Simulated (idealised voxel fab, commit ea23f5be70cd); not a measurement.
process module | voxel self aligned vias
cross-section cut | 265 nm wide | cells 5 nm
A cross-section is a grid of square cells, given in bands from the top down. A band is one or more rows of cells.
Each band's line starts with the height of the band's top and of its bottom, in nm. Then come its materials from left to right, each with its width in nm. One material with "throughout" fills the band from edge to edge. "air" is empty space.
Height 0 is the level under which the wafer as received is all one material. The lowest band goes on downwards, as in "0 down".
A width such as "30 to 40" changes by the same amount from each row of cells to the next, from the band's top row to its bottom row.
"no change" after a step means that no cell of the cross-section changed.
closed voids: empty space of 8 cells or more with no open way to the top, each as width x height at its distance from the left edge, in nm
after a step's settings: what the simulator itself notes on the step
overlay nm, on a step with a mask: how far to the right of its planned place the mask lay; to the left if negative
plan
1 op RECEIVE | material Si
2 op CONFORMAL_DEP | material SiO2 | thk nm 10
3 op CONFORMAL_DEP | material SiCN | thk nm 5
4 op DIRECTIONAL_DEP | material lowk | thk nm 25
5 op MASKED_ETCH | tone open | mask id LINES | width nm 25 | pitch nm 65 | etch materials lowk | depth nm 25 | overlay nm 0
6 op CONFORMAL_DEP | material TiN | thk nm 5
7 op FILL_DEP | material W | thk nm 5
8 op CMP | height nm 40
9 op SELECTIVE_ETCH | etch materials W Ru TiN | depth nm 10
10 op FILL_DEP | material SiN | thk nm 10
11 op CMP | height nm 40
12 op DIRECTIONAL_DEP | material lowk | thk nm 15
13 op DIRECTIONAL_DEP | material aC | thk nm 15
14 op PATTERN | tone open | mask id VIAS | material resist | width nm 35 | pitch nm 130 | thk nm 30 | overlay nm 0
15 op DIRECTIONAL_ETCH | etch materials aC | depth nm 15
16 op STRIP | etch materials resist
17 op DIRECTIONAL_ETCH | etch materials lowk | depth nm 15
18 op DIRECTIONAL_ETCH | etch materials SiN | depth nm 10
19 op STRIP | etch materials aC
20 op CONFORMAL_DEP | material TiN | thk nm 5
21 op FILL_DEP | material Cu | thk nm 5
22 op CMP | height nm 55
23 op CONFORMAL_DEP | material SiCN | thk nm 5
first wafer, as planned
as received, after step 1
  0 down: Si throughout
  closed voids: none
after step 2
  10 to 0: SiO2 throughout
  below 0: unchanged
after step 3
  15 to 10: SiCN throughout
  below 10: unchanged
after step 4
  40 to 15: lowk throughout
  below 15: unchanged
after step 5
  40 to 15: lowk 55 | air 25 | lowk 40 | air 25 | lowk 40 | air 25 | lowk 55
  below 15: unchanged
after step 6
  45 to 40: TiN 60 | air 15 | TiN 50 | air 15 | TiN 50 | air 15 | TiN 60
  40 to 20: lowk 55 | TiN 5 | air 15 | TiN 5 | lowk 40 | TiN 5 | air 15 | TiN 5 | lowk 40 | TiN 5 | air 15 | TiN 5 | lowk 55
  20 to 15: lowk 55 | TiN 25 | lowk 40 | TiN 25 | lowk 40 | TiN 25 | lowk 55
  below 15: unchanged
after step 7
  50 to 45: W throughout
  45 to 40: TiN 60 | W 15 | TiN 50 | W 15 | TiN 50 | W 15 | TiN 60
  40 to 20: lowk 55 | TiN 5 | W 15 | TiN 5 | lowk 40 | TiN 5 | W 15 | TiN 5 | lowk 40 | TiN 5 | W 15 | TiN 5 | lowk 55
  below 20: unchanged
after step 8
  40 to 20: lowk 55 | TiN 5 | W 15 | TiN 5 | lowk 40 | TiN 5 | W 15 | TiN 5 | lowk 40 | TiN 5 | W 15 | TiN 5 | lowk 55
  below 20: unchanged
after step 9
  40 to 30: lowk 55 | air 25 | lowk 40 | air 25 | lowk 40 | air 25 | lowk 55
  below 30: unchanged
after step 10
  50 to 40: SiN throughout
  40 to 30: lowk 55 | SiN 25 | lowk 40 | SiN 25 | lowk 40 | SiN 25 | lowk 55
  below 30: unchanged
after step 11
  40 to 30: lowk 55 | SiN 25 | lowk 40 | SiN 25 | lowk 40 | SiN 25 | lowk 55
  below 30: unchanged
after step 12
  55 to 40: lowk throughout
  below 40: unchanged
after step 13
  70 to 55: aC throughout
  below 55: unchanged
after step 14
  100 to 70: resist 50 | air 35 | resist 95 | air 35 | resist 50
  below 70: unchanged
after step 15
  85 to 70: resist 50 | air 35 | resist 95 | air 35 | resist 50
  70 to 55: aC 50 | air 35 | aC 95 | air 35 | aC 50
  below 55: unchanged
after step 16
  70 to 55: aC 50 | air 35 | aC 95 | air 35 | aC 50
  below 55: unchanged
after step 17
  70 to 55: aC 50 | air 35 | aC 95 | air 35 | aC 50
  55 to 40: lowk 50 | air 35 | lowk 95 | air 35 | lowk 50
  below 40: unchanged
after step 18
  70 to 55: aC 50 | air 35 | aC 95 | air 35 | aC 50
  55 to 40: lowk 50 | air 35 | lowk 95 | air 35 | lowk 50
  40 to 30: lowk 55 | air 25 | lowk 40 | SiN 25 | lowk 40 | air 25 | lowk 55
  below 30: unchanged
after step 19
  55 to 40: lowk 50 | air 35 | lowk 95 | air 35 | lowk 50
  below 40: unchanged
after step 20
  60 to 55: TiN 55 | air 25 | TiN 105 | air 25 | TiN 55
  55 to 45: lowk 50 | TiN 5 | air 25 | TiN 5 | lowk 95 | TiN 5 | air 25 | TiN 5 | lowk 50
  45 to 40: lowk 50 | TiN 10 | air 15 | TiN 10 | lowk 95 | TiN 10 | air 15 | TiN 10 | lowk 50
  40 to 35: lowk 55 | TiN 5 | air 15 | TiN 5 | lowk 40 | SiN 25 | lowk 40 | TiN 5 | air 15 | TiN 5 | lowk 55
  35 to 30: lowk 55 | TiN 25 | lowk 40 | SiN 25 | lowk 40 | TiN 25 | lowk 55
  below 30: unchanged
after step 21
  65 to 60: Cu throughout
  60 to 55: TiN 55 | Cu 25 | TiN 105 | Cu 25 | TiN 55
  55 to 45: lowk 50 | TiN 5 | Cu 25 | TiN 5 | lowk 95 | TiN 5 | Cu 25 | TiN 5 | lowk 50
  45 to 40: lowk 50 | TiN 10 | Cu 15 | TiN 10 | lowk 95 | TiN 10 | Cu 15 | TiN 10 | lowk 50
  40 to 35: lowk 55 | TiN 5 | Cu 15 | TiN 5 | lowk 40 | SiN 25 | lowk 40 | TiN 5 | Cu 15 | TiN 5 | lowk 55
  below 35: unchanged
after step 22
  55 to 45: lowk 50 | TiN 5 | Cu 25 | TiN 5 | lowk 95 | TiN 5 | Cu 25 | TiN 5 | lowk 50
  below 45: unchanged
after step 23
  60 to 55: SiCN throughout
  below 55: unchanged
second wafer: like start, like plan, one mistake. Through step 6 it matches the first wafer
when step 7 should have ended
  50 to 45: SiCN throughout
  45 to 40: TiN 60 | SiCN 15 | TiN 50 | SiCN 15 | TiN 50 | SiCN 15 | TiN 60
  40 to 20: lowk 55 | TiN 5 | SiCN 15 | TiN 5 | lowk 40 | TiN 5 | SiCN 15 | TiN 5 | lowk 40 | TiN 5 | SiCN 15 | TiN 5 | lowk 55
  below 20: unchanged
when step 8 should have ended
  40 to 20: lowk 55 | TiN 5 | SiCN 15 | TiN 5 | lowk 40 | TiN 5 | SiCN 15 | TiN 5 | lowk 40 | TiN 5 | SiCN 15 | TiN 5 | lowk 55
  below 20: unchanged
when step 9 should have ended
  40 to 30: lowk 55 | air 5 | SiCN 15 | air 5 | lowk 40 | air 5 | SiCN 15 | air 5 | lowk 40 | air 5 | SiCN 15 | air 5 | lowk 55
  below 30: unchanged
when step 10 should have ended
  50 to 40: SiN throughout
  40 to 30: lowk 55 | SiN 5 | SiCN 15 | SiN 5 | lowk 40 | SiN 5 | SiCN 15 | SiN 5 | lowk 40 | SiN 5 | SiCN 15 | SiN 5 | lowk 55
  below 30: unchanged
when step 11 should have ended
  40 to 30: lowk 55 | SiN 5 | SiCN 15 | SiN 5 | lowk 40 | SiN 5 | SiCN 15 | SiN 5 | lowk 40 | SiN 5 | SiCN 15 | SiN 5 | lowk 55
  below 30: unchanged
when step 12 should have ended
  55 to 40: lowk throughout
  below 40: unchanged
when step 13 should have ended
  70 to 55: aC throughout
  below 55: unchanged
when step 14 should have ended
  100 to 70: resist 50 | air 35 | resist 95 | air 35 | resist 50
  below 70: unchanged
when step 15 should have ended
  85 to 70: resist 50 | air 35 | resist 95 | air 35 | resist 50
  70 to 55: aC 50 | air 35 | aC 95 | air 35 | aC 50
  below 55: unchanged
when step 16 should have ended
  70 to 55: aC 50 | air 35 | aC 95 | air 35 | aC 50
  below 55: unchanged
when step 17 should have ended
  70 to 55: aC 50 | air 35 | aC 95 | air 35 | aC 50
  55 to 40: lowk 50 | air 35 | lowk 95 | air 35 | lowk 50
  below 40: unchanged
when step 18 should have ended
  70 to 55: aC 50 | air 35 | aC 95 | air 35 | aC 50
  55 to 40: lowk 50 | air 35 | lowk 95 | air 35 | lowk 50
  40 to 30: lowk 55 | air 5 | SiCN 15 | air 5 | lowk 40 | SiN 5 | SiCN 15 | SiN 5 | lowk 40 | air 5 | SiCN 15 | air 5 | lowk 55
  below 30: unchanged
when step 19 should have ended
  55 to 40: lowk 50 | air 35 | lowk 95 | air 35 | lowk 50
  below 40: unchanged
when step 20 should have ended
  60 to 55: TiN 55 | air 25 | TiN 105 | air 25 | TiN 55
  55 to 45: lowk 50 | TiN 5 | air 25 | TiN 5 | lowk 95 | TiN 5 | air 25 | TiN 5 | lowk 50
  45 to 40: lowk 50 | TiN 35 | lowk 95 | TiN 35 | lowk 50
  40 to 30: lowk 55 | TiN 5 | SiCN 15 | TiN 5 | lowk 40 | SiN 5 | SiCN 15 | SiN 5 | lowk 40 | TiN 5 | SiCN 15 | TiN 5 | lowk 55
  below 30: unchanged
when step 21 should have ended
  65 to 60: Cu throughout
  60 to 55: TiN 55 | Cu 25 | TiN 105 | Cu 25 | TiN 55
  55 to 45: lowk 50 | TiN 5 | Cu 25 | TiN 5 | lowk 95 | TiN 5 | Cu 25 | TiN 5 | lowk 50
  below 45: unchanged
when step 22 should have ended
  55 to 45: lowk 50 | TiN 5 | Cu 25 | TiN 5 | lowk 95 | TiN 5 | Cu 25 | TiN 5 | lowk 50
  below 45: unchanged
when step 23 should have ended
  60 to 55: SiCN throughout
  below 55: unchanged
what went wrong: step 7 ran as: op FILL_DEP | material SiCN | thk nm 5
at the end the second wafer has, in cells: 12 fewer of Cu | 36 more of SiCN | 6 fewer of SiN | 18 fewer of W
